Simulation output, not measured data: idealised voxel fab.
Process module heading - voxel gate over fins
The width of the displayed cross-section, cut, is 255 nm; its cells are square, with a size of 5 nm.
In what follows, cross-sections appear as grids of square cells, described through bands that run from the top down, where every band is one or more rows of cells.
Band entry format. Leading values: height of top, height of bottom, nm. Remainder: materials in left-to-right order, each with its width in nm. Special words: "everywhere" on a single material, which then fills the band edge to edge; "empty", empty space.
Height datum 0, below which the as-received substrate wafer is one material. Lowest band open at the bottom, running downward: "0 down".
Graded width ("30..40"): value in top row of band = first number; value in bottom row = second number; row-to-row change constant.
Given "nothing different" for a step, no cell of the cross-section differs between before and after that step.
Sealed internal cavities: empty space of 8 cells or more with no open way to the top, each as width x height at its distance from the left edge, in nm
Past the settings on a step's line: simulator remark, on that step.
Regarding "overlay nm": on a step with a mask, it is the distance the mask lay to the right of its planned place; a negative value places it to the left.
Process steps - plan:
1 RECEIVE with material Si
2 CONFORMAL_DEP with material SiN, thk nm 5
3 PATTERN with tone cover, mask id FINS, material resist, width nm 15, pitch nm 35, thk nm 20, overlay nm 0
4 DIRECTIONAL_ETCH with etch materials SiN, depth nm 5
5 DIRECTIONAL_ETCH with etch materials Si, depth nm 30
6 STRIP with etch materials resist
7 OXIDIZE with depth nm 5
8 FILL_DEP with material SiO2, thk nm 10
9 CMP with height nm 5
10 SELECTIVE_ETCH with etch materials SiO2, depth nm 15
11 STRIP with etch materials SiN
12 CONFORMAL_DEP with material HfO2, thk nm 5
13 CONFORMAL_DEP with material TiN, thk nm 5
14 CONFORMAL_DEP with material TiAl, thk nm 5
15 CONFORMAL_DEP with material TiN, thk nm 5
16 FILL_DEP with material W, thk nm 15
17 CMP with height nm 30
18 CONFORMAL_DEP with material SiCN, thk nm 10
All wafers enter the flow in the same state. The depth nm at step 5 differs from wafer to wafer, and the plan gives the value for the first wafer.
Cross-section of the first of several wafers as received (after step 1):
* 0 down: Si everywhere
* Sealed internal cavities: none
Take any row and you have a wafer at the end of the module: how many cells of each material it has gained (+) or lost (-) since it was received, and then its closed voids:
depth nm 30 | +67 HfO2 | -329 Si | +102 SiCN | +235 SiO2 | +67 TiAl | +122 TiN | +144 W | Sealed internal cavities: none
depth nm 35 | +67 HfO2 | -376 Si | +102 SiCN | +282 SiO2 | +67 TiAl | +122 TiN | +144 W | Sealed internal cavities: none
depth nm 40 | +67 HfO2 | -423 Si | +102 SiCN | +329 SiO2 | +67 TiAl | +122 TiN | +144 W | Sealed internal cavities: none
depth nm 45 | +67 HfO2 | -470 Si | +102 SiCN | +376 SiO2 | +67 TiAl | +122 TiN | +144 W | Sealed internal cavities: none
depth nm 50 | +67 HfO2 | -517 Si | +102 SiCN | +423 SiO2 | +67 TiAl | +122 TiN | +144 W | Sealed internal cavities: none
depth nm 55 | +67 HfO2 | -564 Si | +102 SiCN | +470 SiO2 | +67 TiAl | +122 TiN | +144 W | Sealed internal cavities: none
